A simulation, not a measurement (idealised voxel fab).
The document below concerns the process module designated voxel air gaps.
Shown is cross-section cut, with a width of 265 nm and square cells of size 5 nm.
Format of a cross-section: grid, square cells. Given as bands. Order: top down. Band: one or more rows of cells.
Quick guide to a band line: top height, bottom height (nm) up front; then every material left to right with its width in nm. Only one material and it's marked "everywhere"? Then it fills the band edge to edge. And "empty" just means empty space.
Heights are expressed relative to 0, this being the level below which the as-received wafer comprises one material exclusively. The lowest band is unbounded in the downward direction and is denoted as in "top 0, no bottom".
The width entry "30->40" should be interpreted row by row: the top row of cells in the band takes the first number, the bottom row takes the second number, and the change between adjacent rows is uniform throughout.
Where a step carries "nothing different", the cross-section came out of it unchanged, cell for cell.
Each empty space that has no open way to the top and spans at least 8 cells appears under "Enclosed void list" as width x height at distance, the distance counted from the left edge, all in nm.
It should be noted that, on the line of a given step, the content following the step's settings is a remark produced by the simulator itself with respect to that step.
You can add "overlay nm" to a step's line. For a step with a mask, it describes how far the mask lay to the right of its planned position, and a negative number describes a lay to the left.
Process steps - plan
1) RECEIVE [material Si]
2) CONFORMAL_DEP [material SiO2] [thk nm 10]
3) CONFORMAL_DEP [material SiN] [thk nm 5]
4) DIRECTIONAL_DEP [material lowk] [thk nm 30]
5) PATTERN [tone open] [mask id LINES] [material resist] [width nm 25] [pitch nm 50] [thk nm 15] [overlay nm 0]
6) DIRECTIONAL_ETCH [etch materials lowk] [depth nm 30]
7) STRIP [etch materials resist]
8) CONFORMAL_DEP [material TiN] [thk nm 5]
9) FILL_DEP [material Ru] [thk nm 10]
10) CMP [height nm 45]
11) EPI [material Ru] [thk nm 10]
12) SELECTIVE_ETCH [etch materials lowk] [depth nm 40]
13) CONFORMAL_DEP [material SiCN] [thk nm 5]
Delivered wafer in cross-section: state after step 1
> top 0, no bottom  Si everywhere
> Enclosed void list: none
Figure: cross-sectional view of the wafer upon completion of the module, processed from the initial state and according to the plan depicted above, with one error introduced during execution
> top 60, bottom 55  empty: 30; SiCN: 210; empty: 25
> top 55, bottom 45  empty: 30; SiCN: 5; Ru: 200; SiCN: 5; empty: 25
> top 45, bottom 40  empty: 30; SiCN: 15; TiN: 5; Ru: 20; TiN: 5; lowk: 20; TiN: 5; Ru: 20; TiN: 5; lowk: 20; TiN: 5; Ru: 20; TiN: 5; lowk: 20; TiN: 5; Ru: 20; TiN: 5; SiCN: 15; empty: 25
> top 40, bottom 20  empty: 40; SiCN: 5; TiN: 5; Ru: 20; TiN: 5; lowk: 20; TiN: 5; Ru: 20; TiN: 5; lowk: 20; TiN: 5; Ru: 20; TiN: 5; lowk: 20; TiN: 5; Ru: 20; TiN: 5; SiCN: 5; empty: 35
> top 20, bottom 15  SiCN: 45; TiN: 30; lowk: 20; TiN: 30; lowk: 20; TiN: 30; lowk: 20; TiN: 30; SiCN: 40
> top 15, bottom 10  SiN everywhere
> top 10, bottom 0  SiO2 everywhere
> top 0, no bottom  Si everywhere
> Enclosed void list: none
So what did we get wrong on this run? step 5 off recipe, ran as PATTERN [tone open] [mask id LINES] [material resist] [width nm 30] [pitch nm 50] [thk nm 15] [overlay nm 0]
